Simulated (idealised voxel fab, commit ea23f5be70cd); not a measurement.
Process module name: voxel tone inversion
Section cut is 295 nm wide and gridded with 5 nm square cells.
A cross-section is a grid of square cells, given in bands from the top down. A band is one or more rows of cells.
Heights first: top, then bottom, in nm. Then materials, left to right, each with a width in nm. "edge to edge" on a single material: fills the band edge to edge. "air": empty space.
All heights in this document are referenced to 0, defined as the level beneath which the wafer, as received, consists entirely of one material. The lowest band is not bounded below; it extends indefinitely downward and is written in the form "top 0, no bottom".
With a width like "30..40", each row of cells in the band differs from the next by the same amount, the top row carrying the first number and the bottom row the second.
The cross-section has no changed cell in any step marked "nothing got changed".
For the entry "Enclosed void catalog", the listed items are empty spaces with no open way to the top whose size is 8 cells or more; each item follows the pattern width x height at distance, where distance is from the left edge and all three are in nm.
That trailing text on a step's line, after the settings, is the simulator's own remark on the step.
overlay nm: on a step with a mask, how far right of its planned place the mask lay; negative means left.

List of planned process steps:
step 1: RECEIVE with material Si
step 2: CONFORMAL_DEP with material SiN, thk nm 5
step 3: DIRECTIONAL_DEP with material aC, thk nm 20
step 4: PATTERN with tone cover, mask id POSTS, material resist, width nm 15, pitch nm 30, thk nm 25, overlay nm 0
step 5: DIRECTIONAL_ETCH with etch materials aC, depth nm 20
step 6: STRIP with etch materials resist
step 7: FILL_DEP with material SiO2, thk nm 5
step 8: CMP with height nm 25
step 9: STRIP with etch materials aC

First of two wafers - as planned:

Wafer cross-section on receipt, i.e. after step 1:
> top 0, no bottom | Si edge to edge
> Enclosed void catalog: none

Step 2 done - wafer cross-section:
> top 5, bottom 0 | SiN edge to edge
> Nothing below the height 0 has changed.

Step 3 done - wafer cross-section:
> top 25, bottom 5 | aC edge to edge
> Nothing below the height 5 has changed.

Step 4 done - wafer cross-section:
> top 50, bottom 25 | air: 110, resist: 15, air: 15, resist: 15, air: 15, resist: 15, air: 110
> Nothing below the height 25 has changed.

Step 5 done - wafer cross-section:
> top 30, bottom 25 | air: 110, resist: 15, air: 15, resist: 15, air: 15, resist: 15, air: 110
> top 25, bottom 5 | air: 110, aC: 15, air: 15, aC: 15, air: 15, aC: 15, air: 110
> Nothing below the height 5 has changed.

Step 6 done - wafer cross-section:
> top 25, bottom 5 | air: 110, aC: 15, air: 15, aC: 15, air: 15, aC: 15, air: 110
> Nothing below the height 5 has changed.

Step 7 done - wafer cross-section:
> top 30, bottom 25 | SiO2 edge to edge
> top 25, bottom 5 | SiO2: 110, aC: 15, SiO2: 15, aC: 15, SiO2: 15, aC: 15, SiO2: 110
> Nothing below the height 5 has changed.

Step 8 done - wafer cross-section:
> top 25, bottom 5 | SiO2: 110, aC: 15, SiO2: 15, aC: 15, SiO2: 15, aC: 15, SiO2: 110
> Nothing below the height 5 has changed.

Step 9 done - wafer cross-section:
> top 25, bottom 5 | SiO2: 110, air: 15, SiO2: 15, air: 15, SiO2: 15, air: 15, SiO2: 110
> Nothing below the height 5 has changed.

Second Wafer (Identical Start and Plan, One Processing Error; Matches First Wafer Through Step 1):

Cross-sectional view of the second wafer at the intended end time of process step 2:
> top 15, bottom 0 | SiN edge to edge
> Nothing below the height 0 has changed.

Cross-sectional view of the second wafer at the intended end time of process step 3:
> top 35, bottom 15 | aC edge to edge
> Nothing below the height 15 has changed.

Cross-sectional view of the second wafer at the intended end time of process step 4:
> top 60, bottom 35 | air: 110, resist: 15, air: 15, resist: 15, air: 15, resist: 15, air: 110
> Nothing below the height 35 has changed.

Cross-sectional view of the second wafer at the intended end time of process step 5:
> top 40, bottom 35 | air: 110, resist: 15, air: 15, resist: 15, air: 15, resist: 15, air: 110
> top 35, bottom 15 | air: 110, aC: 15, air: 15, aC: 15, air: 15, aC: 15, air: 110
> Nothing below the height 15 has changed.

Cross-sectional view of the second wafer at the intended end time of process step 6:
> top 35, bottom 15 | air: 110, aC: 15, air: 15, aC: 15, air: 15, aC: 15, air: 110
> Nothing below the height 15 has changed.

Cross-sectional view of the second wafer at the intended end time of process step 7:
> top 40, bottom 35 | SiO2 edge to edge
> top 35, bottom 15 | SiO2: 110, aC: 15, SiO2: 15, aC: 15, SiO2: 15, aC: 15, SiO2: 110
> Nothing below the height 15 has changed.

Cross-sectional view of the second wafer at the intended end time of process step 8:
> top 25, bottom 15 | SiO2: 110, aC: 15, SiO2: 15, aC: 15, SiO2: 15, aC: 15, SiO2: 110
> Nothing below the height 15 has changed.

Cross-sectional view of the second wafer at the intended end time of process step 9:
> top 25, bottom 15 | SiO2: 110, air: 15, SiO2: 15, air: 15, SiO2: 15, air: 15, SiO2: 110
> Nothing below the height 15 has changed.
Which mistake was made when the wafer was run? step 2 was not run as planned; what actually ran was CONFORMAL_DEP with material SiN, thk nm 15
Wrapping up, a cell-based count of both wafers puts the second over or under the first for these materials: SiN: 118 more; SiO2: 100 fewer
